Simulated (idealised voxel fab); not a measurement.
Module name: voxel trench capacitor (process module)
Section shown: cut. Width: 160 nm. Cell size: 5 nm, square.
Think of the cross-section as a grid of square cells. We describe it in bands, top to bottom, and each band covers one or more rows of those cells. For a band, the entry starts with two heights in nm, that of the top and then that of the bottom, and carries on with the band's materials in order from left to right, each alongside its width in nm; the word "full width" beside a single material means it fills the band edge to edge, and "blank" means empty space. Ref level 0: as-received wafer is one material below here. Bottom band extends down with no lower bound ("top 0, no bottom"). The width entry "30 to 40" should be interpreted row by row: the top row of cells in the band takes the first number, the bottom row takes the second number, and the change between adjacent rows is uniform throughout. When a step is marked "no alterations made", none of the cells in the cross-section changed during that step. The list in "Cavities, closed" covers empty spaces of 8 cells or more that cannot reach the top through any open way, and it gives each as width x height at distance; the distance is from the left edge, and width, height and distance are in nm. after a step's settings: what the simulator itself notes on the step. "overlay nm", when on a step's line for a step with a mask, measures how far to the right of its planned place the mask lay; a negative measure means to the left.
**plan**
1 RECEIVE, material Si
2 CONFORMAL_DEP, material SiN, thk nm 5
3 DIRECTIONAL_DEP, material aC, thk nm 15
4 PATTERN, tone open, mask id TRENCH, material resist, width nm 15, pitch nm 35, thk nm 30, overlay nm 0
5 DIRECTIONAL_ETCH, etch materials aC, depth nm 15
6 STRIP, etch materials resist
7 DIRECTIONAL_ETCH, etch materials SiN, depth nm 5
8 DIRECTIONAL_ETCH, etch materials Si, depth nm 25
9 STRIP, etch materials aC
10 CONFORMAL_DEP, material Al2O3, thk nm 5
11 FILL_DEP, material polySi, thk nm 5
12 CMP, height nm -5
For clarity, it should be stated that the wafers under discussion commence in an identical condition and differ with respect to the height nm of step 12, the plan indicating the value that the first wafer had.
**first wafer as received, after step 1**
  top 0, no bottom  Si full width
  Cavities, closed: none
**The rows of the table below are wafers. Looking at the end of the module, a row counts, for every material, the cells the wafer has gained, shown as (+), or lost, shown as (-), since it was received; its closed voids come next**
height nm -5; +18 Al2O3; -56 Si; +6 polySi; Cavities, closed: none
height nm 0; +22 Al2O3; -30 Si; +8 polySi; Cavities, closed: none
height nm 5; +26 Al2O3; -30 Si; +26 SiN; +10 polySi; Cavities, closed: none
height nm 10; +56 Al2O3; -30 Si; +26 SiN; +12 polySi; Cavities, closed: none
height nm 15; +56 Al2O3; -30 Si; +26 SiN; +44 polySi; Cavities, closed: none
